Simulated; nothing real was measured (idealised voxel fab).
The document below concerns the process module designated voxel gate over fins.
The cross-section shown here is cut; it is 220 nm wide and divided into square cells measuring 5 nm on a side.
If you're reading a cross-section in this doc, picture square cells in a grid; it comes to you as bands, top ones listed first down to the bottom, and a band can be one or more rows of cells.
This entry defines a band. It first specifies the height of the band's top and the height of its bottom in nm, and then specifies the band's materials from left to right, stating each material with its width in nm. The word "all across" identifies a single material that fills the band from edge to edge, while the word "blank" identifies empty space.
The level at which height equals 0 is the one under which the wafer, as it arrives, is entirely one material. No lower edge exists for the bottom band, which continues downward and is notated as in "z 0 and below".
It should be noted that a width expressed as "30 to 40" varies in equal increments from row to row of cells within the band, taking the value of the first number at the top row and that of the second number at the bottom row.
"no modifications" means the step left every cell of the cross-section as it was.
Listed in "Closed void roster": every empty space of 8 or more cells without an open way to the top. Form: width x height at distance, the distance being from the left edge, all in nm.
Where a step's line continues beyond its settings, the continuation is a remark by the simulator itself on that step.
"overlay nm" on a masked step: distance the mask lay right of its planned place, negative for left.
Steps in the process plan:
1. RECEIVE with material Si
2. CONFORMAL_DEP with material SiN, thk nm 10
3. PATTERN with tone cover, mask id FINS, material resist, width nm 15, pitch nm 50, thk nm 15, overlay nm 0
4. DIRECTIONAL_ETCH with etch materials SiN, depth nm 10
5. DIRECTIONAL_ETCH with etch materials Si, depth nm 35
6. STRIP with etch materials resist
7. OXIDIZE with depth nm 5
8. FILL_DEP with material SiO2, thk nm 10
9. CMP with height nm 10
10. PATTERN with tone open, mask id RAIL, material resist, width nm 15, thk nm 20, overlay nm 0
11. DIRECTIONAL_ETCH with etch materials SiO2, depth nm 40
12. STRIP with etch materials resist
13. CONFORMAL_DEP with material TiN, thk nm 5
14. FILL_DEP with material W, thk nm 5
15. CMP with height nm 10
16. SELECTIVE_ETCH with etch materials W Ru TiN, depth nm 30
17. FILL_DEP with material SiO2, thk nm 5
18. CMP with height nm 10
19. SELECTIVE_ETCH with etch materials SiO2, depth nm 25
20. STRIP with etch materials SiN
21. CONFORMAL_DEP with material HfO2, thk nm 5
22. CONFORMAL_DEP with material TiN, thk nm 5
23. FILL_DEP with material W, thk nm 15
24. CMP with height nm 20
25. CONFORMAL_DEP with material SiCN, thk nm 10
So, the first of our two wafers, run just as we planned it:
Wafer at receipt (post step 1), cross-section:
> z 0 and below = Si all across
> Closed void roster: none
Wafer after step 2 (cross-section):
> z 10 to 0 = SiN all across
> Under 0: no change, same as before.
Wafer after step 3 (cross-section):
> z 25 to 10 = 25 blank, then 15 resist, then 35 blank, then 15 resist, then 35 blank, then 15 resist, then 35 blank, then 15 resist, then 30 blank
> Under 10: no change, same as before.
Wafer after step 4 (cross-section):
> z 25 to 10 = 25 blank, then 15 resist, then 35 blank, then 15 resist, then 35 blank, then 15 resist, then 35 blank, then 15 resist, then 30 blank
> z 10 to 0 = 25 blank, then 15 SiN, then 35 blank, then 15 SiN, then 35 blank, then 15 SiN, then 35 blank, then 15 SiN, then 30 blank
> Under 0: no change, same as before.
Wafer after step 5 (cross-section):
> z 25 to 10 = 25 blank, then 15 resist, then 35 blank, then 15 resist, then 35 blank, then 15 resist, then 35 blank, then 15 resist, then 30 blank
> z 10 to 0 = 25 blank, then 15 SiN, then 35 blank, then 15 SiN, then 35 blank, then 15 SiN, then 35 blank, then 15 SiN, then 30 blank
> z 0 to -35 = 25 blank, then 15 Si, then 35 blank, then 15 Si, then 35 blank, then 15 Si, then 35 blank, then 15 Si, then 30 blank
> Under -35: no change, same as before.
Wafer after step 6 (cross-section):
> z 10 to 0 = 25 blank, then 15 SiN, then 35 blank, then 15 SiN, then 35 blank, then 15 SiN, then 35 blank, then 15 SiN, then 30 blank
> Under 0: no change, same as before.
Wafer after step 7 (cross-section):
> z 10 to 0 = 25 blank, then 15 SiN, then 35 blank, then 15 SiN, then 35 blank, then 15 SiN, then 35 blank, then 15 SiN, then 30 blank
> z 0 to -35 = 25 blank, then 5 SiO2, then 5 Si, then 5 SiO2, then 35 blank, then 5 SiO2, then 5 Si, then 5 SiO2, then 35 blank, then 5 SiO2, then 5 Si, then 5 SiO2, then 35 blank, then 5 SiO2, then 5 Si, then 5 SiO2, then 30 blank
> z -35 to -40 = 30 SiO2, then 5 Si, then 45 SiO2, then 5 Si, then 45 SiO2, then 5 Si, then 45 SiO2, then 5 Si, then 35 SiO2
> Under -40: no change, same as before.
Wafer after step 8 (cross-section):
> z 20 to 10 = SiO2 all across
> z 10 to 0 = 25 SiO2, then 15 SiN, then 35 SiO2, then 15 SiN, then 35 SiO2, then 15 SiN, then 35 SiO2, then 15 SiN, then 30 SiO2
> z 0 to -40 = 30 SiO2, then 5 Si, then 45 SiO2, then 5 Si, then 45 SiO2, then 5 Si, then 45 SiO2, then 5 Si, then 35 SiO2
> Under -40: no change, same as before.
Wafer after step 9 (cross-section):
> z 10 to 0 = 25 SiO2, then 15 SiN, then 35 SiO2, then 15 SiN, then 35 SiO2, then 15 SiN, then 35 SiO2, then 15 SiN, then 30 SiO2
> Under 0: no change, same as before.
Wafer after step 10 (cross-section):
> z 30 to 10 = 50 resist, then 15 blank, then 155 resist
> Under 10: no change, same as before.
Wafer after step 11 (cross-section):
> z 30 to 10 = 50 resist, then 15 blank, then 155 resist
> z 10 to 0 = 25 SiO2, then 15 SiN, then 10 SiO2, then 15 blank, then 10 SiO2, then 15 SiN, then 35 SiO2, then 15 SiN, then 35 SiO2, then 15 SiN, then 30 SiO2
> z 0 to -30 = 30 SiO2, then 5 Si, then 15 SiO2, then 15 blank, then 15 SiO2, then 5 Si, then 45 SiO2, then 5 Si, then 45 SiO2, then 5 Si, then 35 SiO2
> Under -30: no change, same as before.
Wafer after step 12 (cross-section):
> z 10 to 0 = 25 SiO2, then 15 SiN, then 10 SiO2, then 15 blank, then 10 SiO2, then 15 SiN, then 35 SiO2, then 15 SiN, then 35 SiO2, then 15 SiN, then 30 SiO2
> Under 0: no change, same as before.
Wafer after step 13 (cross-section):
> z 15 to 10 = 55 TiN, then 5 blank, then 160 TiN
> z 10 to 0 = 25 SiO2, then 15 SiN, then 10 SiO2, then 5 TiN, then 5 blank, then 5 TiN, then 10 SiO2, then 15 SiN, then 35 SiO2, then 15 SiN, then 35 SiO2, then 15 SiN, then 30 SiO2
> z 0 to -25 = 30 SiO2, then 5 Si, then 15 SiO2, then 5 TiN, then 5 blank, then 5 TiN, then 15 SiO2, then 5 Si, then 45 SiO2, then 5 Si, then 45 SiO2, then 5 Si, then 35 SiO2
> z -25 to -30 = 30 SiO2, then 5 Si, then 15 SiO2, then 15 TiN, then 15 SiO2, then 5 Si, then 45 SiO2, then 5 Si, then 45 SiO2, then 5 Si, then 35 SiO2
> Under -30: no change, same as before.
Wafer after step 14 (cross-section):
> z 20 to 15 = W all across
> z 15 to 10 = 55 TiN, then 5 W, then 160 TiN
> z 10 to 0 = 25 SiO2, then 15 SiN, then 10 SiO2, then 5 TiN, then 5 W, then 5 TiN, then 10 SiO2, then 15 SiN, then 35 SiO2, then 15 SiN, then 35 SiO2, then 15 SiN, then 30 SiO2
> z 0 to -25 = 30 SiO2, then 5 Si, then 15 SiO2, then 5 TiN, then 5 W, then 5 TiN, then 15 SiO2, then 5 Si, then 45 SiO2, then 5 Si, then 45 SiO2, then 5 Si, then 35 SiO2
> Under -25: no change, same as before.
Wafer after step 15 (cross-section):
> z 10 to 0 = 25 SiO2, then 15 SiN, then 10 SiO2, then 5 TiN, then 5 W, then 5 TiN, then 10 SiO2, then 15 SiN, then 35 SiO2, then 15 SiN, then 35 SiO2, then 15 SiN, then 30 SiO2
> Under 0: no change, same as before.
Wafer after step 16 (cross-section):
> z 10 to 0 = 25 SiO2, then 15 SiN, then 10 SiO2, then 15 blank, then 10 SiO2, then 15 SiN, then 35 SiO2, then 15 SiN, then 35 SiO2, then 15 SiN, then 30 SiO2
> z 0 to -20 = 30 SiO2, then 5 Si, then 15 SiO2, then 15 blank, then 15 SiO2, then 5 Si, then 45 SiO2, then 5 Si, then 45 SiO2, then 5 Si, then 35 SiO2
> Under -20: no change, same as before.
Wafer after step 17 (cross-section):
> z 15 to 10 = SiO2 all across
> z 10 to 0 = 25 SiO2, then 15 SiN, then 35 SiO2, then 15 SiN, then 35 SiO2, then 15 SiN, then 35 SiO2, then 15 SiN, then 30 SiO2
> z 0 to -20 = 30 SiO2, then 5 Si, then 45 SiO2, then 5 Si, then 45 SiO2, then 5 Si, then 45 SiO2, then 5 Si, then 35 SiO2
> Under -20: no change, same as before.
Wafer after step 18 (cross-section):
> z 10 to 0 = 25 SiO2, then 15 SiN, then 35 SiO2, then 15 SiN, then 35 SiO2, then 15 SiN, then 35 SiO2, then 15 SiN, then 30 SiO2
> Under 0: no change, same as before.
Wafer after step 19 (cross-section):
> z 10 to 0 = 25 blank, then 15 SiN, then 35 blank, then 15 SiN, then 35 blank, then 15 SiN, then 35 blank, then 15 SiN, then 30 blank
> z 0 to -15 = 30 blank, then 5 Si, then 45 blank, then 5 Si, then 45 blank, then 5 Si, then 45 blank, then 5 Si, then 35 blank
> Under -15: no change, same as before.
Wafer after step 20 (cross-section):
> z 0 to -15 = 30 blank, then 5 Si, then 45 blank, then 5 Si, then 45 blank, then 5 Si, then 45 blank, then 5 Si, then 35 blank
> Under -15: no change, same as before.
Wafer after step 21 (cross-section):
> z 5 to 0 = 25 blank, then 15 HfO2, then 35 blank, then 15 HfO2, then 35 blank, then 15 HfO2, then 35 blank, then 15 HfO2, then 30 blank
> z 0 to -10 = 25 blank, then 5 HfO2, then 5 Si, then 5 HfO2, then 35 blank, then 5 HfO2, then 5 Si, then 5 HfO2, then 35 blank, then 5 HfO2, then 5 Si, then 5 HfO2, then 35 blank, then 5 HfO2, then 5 Si, then 5 HfO2, then 30 blank
> z -10 to -15 = 30 HfO2, then 5 Si, then 45 HfO2, then 5 Si, then 45 HfO2, then 5 Si, then 45 HfO2, then 5 Si, then 35 HfO2
> Under -15: no change, same as before.
Wafer after step 22 (cross-section):
> z 10 to 5 = 20 blank, then 25 TiN, then 25 blank, then 25 TiN, then 25 blank, then 25 TiN, then 25 blank, then 25 TiN, then 25 blank
> z 5 to 0 = 20 blank, then 5 TiN, then 15 HfO2, then 5 TiN, then 25 blank, then 5 TiN, then 15 HfO2, then 5 TiN, then 25 blank, then 5 TiN, then 15 HfO2, then 5 TiN, then 25 blank, then 5 TiN, then 15 HfO2, then 5 TiN, then 25 blank
> z 0 to -5 = 20 blank, then 5 TiN, then 5 HfO2, then 5 Si, then 5 HfO2, then 5 TiN, then 25 blank, then 5 TiN, then 5 HfO2, then 5 Si, then 5 HfO2, then 5 TiN, then 25 blank, then 5 TiN, then 5 HfO2, then 5 Si, then 5 HfO2, then 5 TiN, then 25 blank, then 5 TiN, then 5 HfO2, then 5 Si, then 5 HfO2, then 5 TiN, then 25 blank
> z -5 to -10 = 25 TiN, then 5 HfO2, then 5 Si, then 5 HfO2, then 35 TiN, then 5 HfO2, then 5 Si, then 5 HfO2, then 35 TiN, then 5 HfO2, then 5 Si, then 5 HfO2, then 35 TiN, then 5 HfO2, then 5 Si, then 5 HfO2, then 30 TiN
> Under -10: no change, same as before.
Wafer after step 23 (cross-section):
> z 25 to 10 = W all across
> z 10 to 5 = 20 W, then 25 TiN, then 25 W, then 25 TiN, then 25 W, then 25 TiN, then 25 W, then 25 TiN, then 25 W
> z 5 to 0 = 20 W, then 5 TiN, then 15 HfO2, then 5 TiN, then 25 W, then 5 TiN, then 15 HfO2, then 5 TiN, then 25 W, then 5 TiN, then 15 HfO2, then 5 TiN, then 25 W, then 5 TiN, then 15 HfO2, then 5 TiN, then 25 W
> z 0 to -5 = 20 W, then 5 TiN, then 5 HfO2, then 5 Si, then 5 HfO2, then 5 TiN, then 25 W, then 5 TiN, then 5 HfO2, then 5 Si, then 5 HfO2, then 5 TiN, then 25 W, then 5 TiN, then 5 HfO2, then 5 Si, then 5 HfO2, then 5 TiN, then 25 W, then 5 TiN, then 5 HfO2, then 5 Si, then 5 HfO2, then 5 TiN, then 25 W
> Under -5: no change, same as before.
Wafer after step 24 (cross-section):
> z 20 to 10 = W all across
> Under 10: no change, same as before.
Wafer after step 25 (cross-section):
> z 30 to 20 = SiCN all across
> Under 20: no change, same as before.
Wafer two of the pair: same origin, same plan, one error during the run; identical to wafer one up to and including step 2:
Cross-section, second wafer, at the end time the plan gives for step 3:
> z 25 to 10 = 25 resist, then 15 blank, then 35 resist, then 15 blank, then 35 resist, then 15 blank, then 35 resist, then 15 blank, then 30 resist
> Under 10: no change, same as before.
Cross-section, second wafer, at the end time the plan gives for step 4:
> z 25 to 10 = 25 resist, then 15 blank, then 35 resist, then 15 blank, then 35 resist, then 15 blank, then 35 resist, then 15 blank, then 30 resist
> z 10 to 0 = 25 SiN, then 15 blank, then 35 SiN, then 15 blank, then 35 SiN, then 15 blank, then 35 SiN, then 15 blank, then 30 SiN
> Under 0: no change, same as before.
Cross-section, second wafer, at the end time the plan gives for step 5:
> z 25 to 10 = 25 resist, then 15 blank, then 35 resist, then 15 blank, then 35 resist, then 15 blank, then 35 resist, then 15 blank, then 30 resist
> z 10 to 0 = 25 SiN, then 15 blank, then 35 SiN, then 15 blank, then 35 SiN, then 15 blank, then 35 SiN, then 15 blank, then 30 SiN
> z 0 to -35 = 25 Si, then 15 blank, then 35 Si, then 15 blank, then 35 Si, then 15 blank, then 35 Si, then 15 blank, then 30 Si
> Under -35: no change, same as before.
Cross-section, second wafer, at the end time the plan gives for step 6:
> z 10 to 0 = 25 SiN, then 15 blank, then 35 SiN, then 15 blank, then 35 SiN, then 15 blank, then 35 SiN, then 15 blank, then 30 SiN
> Under 0: no change, same as before.
Cross-section, second wafer, at the end time the plan gives for step 7:
> z 10 to 0 = 25 SiN, then 15 blank, then 35 SiN, then 15 blank, then 35 SiN, then 15 blank, then 35 SiN, then 15 blank, then 30 SiN
> z 0 to -35 = 20 Si, then 5 SiO2, then 15 blank, then 5 SiO2, then 25 Si, then 5 SiO2, then 15 blank, then 5 SiO2, then 25 Si, then 5 SiO2, then 15 blank, then 5 SiO2, then 25 Si, then 5 SiO2, then 15 blank, then 5 SiO2, then 25 Si
> z -35 to -40 = 20 Si, then 25 SiO2, then 25 Si, then 25 SiO2, then 25 Si, then 25 SiO2, then 25 Si, then 25 SiO2, then 25 Si
> Under -40: no change, same as before.
Cross-section, second wafer, at the end time the plan gives for step 8:
> z 20 to 10 = SiO2 all across
> z 10 to 0 = 25 SiN, then 15 SiO2, then 35 SiN, then 15 SiO2, then 35 SiN, then 15 SiO2, then 35 SiN, then 15 SiO2, then 30 SiN
> z 0 to -40 = 20 Si, then 25 SiO2, then 25 Si, then 25 SiO2, then 25 Si, then 25 SiO2, then 25 Si, then 25 SiO2, then 25 Si
> Under -40: no change, same as before.
Cross-section, second wafer, at the end time the plan gives for step 9:
> z 10 to 0 = 25 SiN, then 15 SiO2, then 35 SiN, then 15 SiO2, then 35 SiN, then 15 SiO2, then 35 SiN, then 15 SiO2, then 30 SiN
> Under 0: no change, same as before.
Cross-section, second wafer, at the end time the plan gives for step 10:
> z 30 to 10 = 50 resist, then 15 blank, then 155 resist
> Under 10: no change, same as before.
Cross-section, second wafer, at the end time the plan gives for step 11: no modifications
Cross-section, second wafer, at the end time the plan gives for step 12:
> z 10 to 0 = 25 SiN, then 15 SiO2, then 35 SiN, then 15 SiO2, then 35 SiN, then 15 SiO2, then 35 SiN, then 15 SiO2, then 30 SiN
> Under 0: no change, same as before.
Cross-section, second wafer, at the end time the plan gives for step 13:
> z 15 to 10 = TiN all across
> Under 10: no change, same as before.
Cross-section, second wafer, at the end time the plan gives for step 14:
> z 20 to 15 = W all across
> Under 15: no change, same as before.
Cross-section, second wafer, at the end time the plan gives for step 15:
> z 10 to 0 = 25 SiN, then 15 SiO2, then 35 SiN, then 15 SiO2, then 35 SiN, then 15 SiO2, then 35 SiN, then 15 SiO2, then 30 SiN
> Under 0: no change, same as before.
Cross-section, second wafer, at the end time the plan gives for step 16: no modifications
Cross-section, second wafer, at the end time the plan gives for step 17:
> z 15 to 10 = SiO2 all across
> Under 10: no change, same as before.
Cross-section, second wafer, at the end time the plan gives for step 18:
> z 10 to 0 = 25 SiN, then 15 SiO2, then 35 SiN, then 15 SiO2, then 35 SiN, then 15 SiO2, then 35 SiN, then 15 SiO2, then 30 SiN
> Under 0: no change, same as before.
Cross-section, second wafer, at the end time the plan gives for step 19:
> z 10 to 0 = 25 SiN, then 15 blank, then 35 SiN, then 15 blank, then 35 SiN, then 15 blank, then 35 SiN, then 15 blank, then 30 SiN
> z 0 to -15 = 20 Si, then 25 blank, then 25 Si, then 25 blank, then 25 Si, then 25 blank, then 25 Si, then 25 blank, then 25 Si
> Under -15: no change, same as before.
Cross-section, second wafer, at the end time the plan gives for step 20:
> z 0 to -15 = 20 Si, then 25 blank, then 25 Si, then 25 blank, then 25 Si, then 25 blank, then 25 Si, then 25 blank, then 25 Si
> Under -15: no change, same as before.
Cross-section, second wafer, at the end time the plan gives for step 21:
> z 5 to 0 = 25 HfO2, then 15 blank, then 35 HfO2, then 15 blank, then 35 HfO2, then 15 blank, then 35 HfO2, then 15 blank, then 30 HfO2
> z 0 to -10 = 20 Si, then 5 HfO2, then 15 blank, then 5 HfO2, then 25 Si, then 5 HfO2, then 15 blank, then 5 HfO2, then 25 Si, then 5 HfO2, then 15 blank, then 5 HfO2, then 25 Si, then 5 HfO2, then 15 blank, then 5 HfO2, then 25 Si
> z -10 to -15 = 20 Si, then 25 HfO2, then 25 Si, then 25 HfO2, then 25 Si, then 25 HfO2, then 25 Si, then 25 HfO2, then 25 Si
> Under -15: no change, same as before.
Cross-section, second wafer, at the end time the plan gives for step 22:
> z 10 to 5 = 30 TiN, then 5 blank, then 45 TiN, then 5 blank, then 45 TiN, then 5 blank, then 45 TiN, then 5 blank, then 35 TiN
> z 5 to 0 = 25 HfO2, then 5 TiN, then 5 blank, then 5 TiN, then 35 HfO2, then 5 TiN, then 5 blank, then 5 TiN, then 35 HfO2, then 5 TiN, then 5 blank, then 5 TiN, then 35 HfO2, then 5 TiN, then 5 blank, then 5 TiN, then 30 HfO2
> z 0 to -5 = 20 Si, then 5 HfO2, then 5 TiN, then 5 blank, then 5 TiN, then 5 HfO2, then 25 Si, then 5 HfO2, then 5 TiN, then 5 blank, then 5 TiN, then 5 HfO2, then 25 Si, then 5 HfO2, then 5 TiN, then 5 blank, then 5 TiN, then 5 HfO2, then 25 Si, then 5 HfO2, then 5 TiN, then 5 blank, then 5 TiN, then 5 HfO2, then 25 Si
> z -5 to -10 = 20 Si, then 5 HfO2, then 15 TiN, then 5 HfO2, then 25 Si, then 5 HfO2, then 15 TiN, then 5 HfO2, then 25 Si, then 5 HfO2, then 15 TiN, then 5 HfO2, then 25 Si, then 5 HfO2, then 15 TiN, then 5 HfO2, then 25 Si
> Under -10: no change, same as before.
Cross-section, second wafer, at the end time the plan gives for step 23:
> z 25 to 10 = W all across
> z 10 to 5 = 30 TiN, then 5 W, then 45 TiN, then 5 W, then 45 TiN, then 5 W, then 45 TiN, then 5 W, then 35 TiN
> z 5 to 0 = 25 HfO2, then 5 TiN, then 5 W, then 5 TiN, then 35 HfO2, then 5 TiN, then 5 W, then 5 TiN, then 35 HfO2, then 5 TiN, then 5 W, then 5 TiN, then 35 HfO2, then 5 TiN, then 5 W, then 5 TiN, then 30 HfO2
> z 0 to -5 = 20 Si, then 5 HfO2, then 5 TiN, then 5 W, then 5 TiN, then 5 HfO2, then 25 Si, then 5 HfO2, then 5 TiN, then 5 W, then 5 TiN, then 5 HfO2, then 25 Si, then 5 HfO2, then 5 TiN, then 5 W, then 5 TiN, then 5 HfO2, then 25 Si, then 5 HfO2, then 5 TiN, then 5 W, then 5 TiN, then 5 HfO2, then 25 Si
> Under -5: no change, same as before.
Cross-section, second wafer, at the end time the plan gives for step 24:
> z 20 to 10 = W all across
> Under 10: no change, same as before.
Cross-section, second wafer, at the end time the plan gives for step 25:
> z 30 to 20 = SiCN all across
> Under 20: no change, same as before.
Here's what went sideways: step 3 went in with a setting other than planned; the actual run was PATTERN with tone open, mask id FINS, material resist, width nm 15, pitch nm 50, thk nm 15, overlay nm 0
The final cell counts differ between the wafers, with the second having more or fewer of some materials than the first: +160 Si; -94 SiO2; -5 TiN; -61 W
